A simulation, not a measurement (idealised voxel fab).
The document below concerns the process module designated voxel plated lines.
FYI the section here is cut, 270 nm wide, cells are 5 nm squares.
Throughout this document, each cross-section is represented as a grid of square cells and is presented as a sequence of bands enumerated from the top downward, where a band comprises one or more rows of cells.
Quick guide to a band line: top height, bottom height (nm) up front; then every material left to right with its width in nm. Only one material and it's marked "edge to edge"? Then it fills the band edge to edge. And "blank" just means empty space.
For the purposes of this specification, 0 denotes the height below which the wafer in its as-received condition is composed wholly of one material, and the lowermost band, lacking a lower limit, extends downward without end, as expressed in "from 0 down".
Per-row width for "30->40": begins at first number (top row of band), ends at second number (bottom row), increment between rows held constant.
"remains unaltered" means the step left every cell of the cross-section as it was.
Entry "Closed void table". Content: empty spaces with no open connection to the top, size 8 cells or greater. Each: width x height at distance. Distance: from left edge. Unit: nm.
Past the settings on a step's line: simulator remark, on that step.
The "overlay nm" setting may appear on a step's line; for a step that uses a mask, it gives how far to the right of its planned position the mask lay, and a negative value indicates the left.
Set out below are the planned steps of the process:
1,RECEIVE, material Si
2,CONFORMAL_DEP, material SiO2, thk nm 15
3,DIRECTIONAL_DEP, material TiN, thk nm 5
4,PATTERN, tone open, mask id LINES, material resist, width nm 15, pitch nm 35, thk nm 15, overlay nm 0
5,EPI, material Ru, thk nm 10
6,STRIP, etch materials resist
7,DIRECTIONAL_ETCH, etch materials TiN, depth nm 5
8,CONFORMAL_DEP, material SiO2, thk nm 10
As received, after step 1:
- from 0 down  Si edge to edge
- Closed void table: none
Starting wafer: above. Plan: above. Run: one mistake. Cross-section after the module: below:
- from 35 to 25  blank=80  SiO2=105  blank=85
- from 25 to 20  SiO2=90  Ru=15  SiO2=20  Ru=15  SiO2=20  Ru=15  SiO2=95
- from 20 to 15  SiO2=90  TiN=15  SiO2=20  TiN=15  SiO2=20  TiN=15  SiO2=95
- from 15 to 0  SiO2 edge to edge
- from 0 down  Si edge to edge
- Closed void table: none
Deviation noted in wafer processing: step 5 was processed under conditions differing from the plan, specifically as EPI, material Ru, thk nm 5
